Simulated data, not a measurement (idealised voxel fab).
process module | voxel local oxidation
For reference, the cross-section in this document is cut, with width 250 nm and square cells of 5 nm.
We lay out every cross-section as a grid of square cells and spell it out in bands from the top down, where one band means one or more rows of cells. Top height, bottom height, nm. Materials left to right, width each, nm. Single material + "everywhere" = fills band edge to edge. "blank" = empty. Heights are reckoned from 0. Under this level, the received wafer is all of one material. The bottommost band is open-ended downward, for example "top 0, no bottom". The two numbers in a width such as "30..40" mark its ends across the band: the first belongs to the top row of cells, the second to the bottom row, and from each row to the next the width moves by the same amount. It should be understood that the words "same as before", when stated for a given step, signify that the cross-section underwent no change in any of its cells during that step. The entry "Enclosed cavities" lists the empty spaces that cover at least 8 cells and have no open path to the top. Each is written as width x height at distance, where the distance is measured from the left edge and all three values are in nm. Where a step's line continues beyond its settings, the continuation is a remark by the simulator itself on that step. If you see "overlay nm" on a step's line and that step has a mask, it's telling you how far right of where it was planned the mask ended up; a negative number means it went left instead.

Steps in the process plan:
| 1 | RECEIVE | material Si |
| 2 | CONFORMAL_DEP | material SiO2 | thk nm 5 |
| 3 | CONFORMAL_DEP | material SiN | thk nm 15 |
| 4 | DIRECTIONAL_DEP | material aC | thk nm 15 |
| 5 | PATTERN | tone cover | mask id ACTIVE | material resist | width nm 125 | thk nm 35 | overlay nm 0 |
| 6 | DIRECTIONAL_ETCH | etch materials aC | depth nm 15 |
| 7 | STRIP | etch materials resist |
| 8 | DIRECTIONAL_ETCH | etch materials SiN | depth nm 15 |
| 9 | STRIP | etch materials aC |
| 10 | SELECTIVE_ETCH | etch materials SiO2 | depth nm 5 |
| 11 | OXIDIZE | depth nm 15 |
| 12 | STRIP | etch materials SiN |

Incoming wafer, cross-sectional view, post step 1:
    top 0, no bottom: Si everywhere
    Enclosed cavities: none

Post-module cross-section of the first of two wafers (run per plan):
    top 5, bottom 0: blank 65 nm, then SiO2 115 nm, then blank 70 nm
    top 0, bottom -15: SiO2 80 nm, then Si 85 nm, then SiO2 85 nm
    top -15, no bottom: Si everywhere
    Enclosed cavities: none

Cross-section, wafer two of two, end of module: same start and plan as wafer one, one error in execution:
    top 5, bottom 0: blank 60 nm, then SiO2 125 nm, then blank 65 nm
    top 0, bottom -15: SiO2 75 nm, then Si 95 nm, then SiO2 80 nm
    top -15, no bottom: Si everywhere
    Enclosed cavities: none
In executing the process, a mistake was made relative to the plan: off-plan run, step 5, actual operation and settings PATTERN | tone cover | mask id ACTIVE | material resist | width nm 135 | thk nm 35 | overlay nm 0
Final difference in cells, second wafer against first, listed per material as more or fewer: Si +6, SiO2 -4
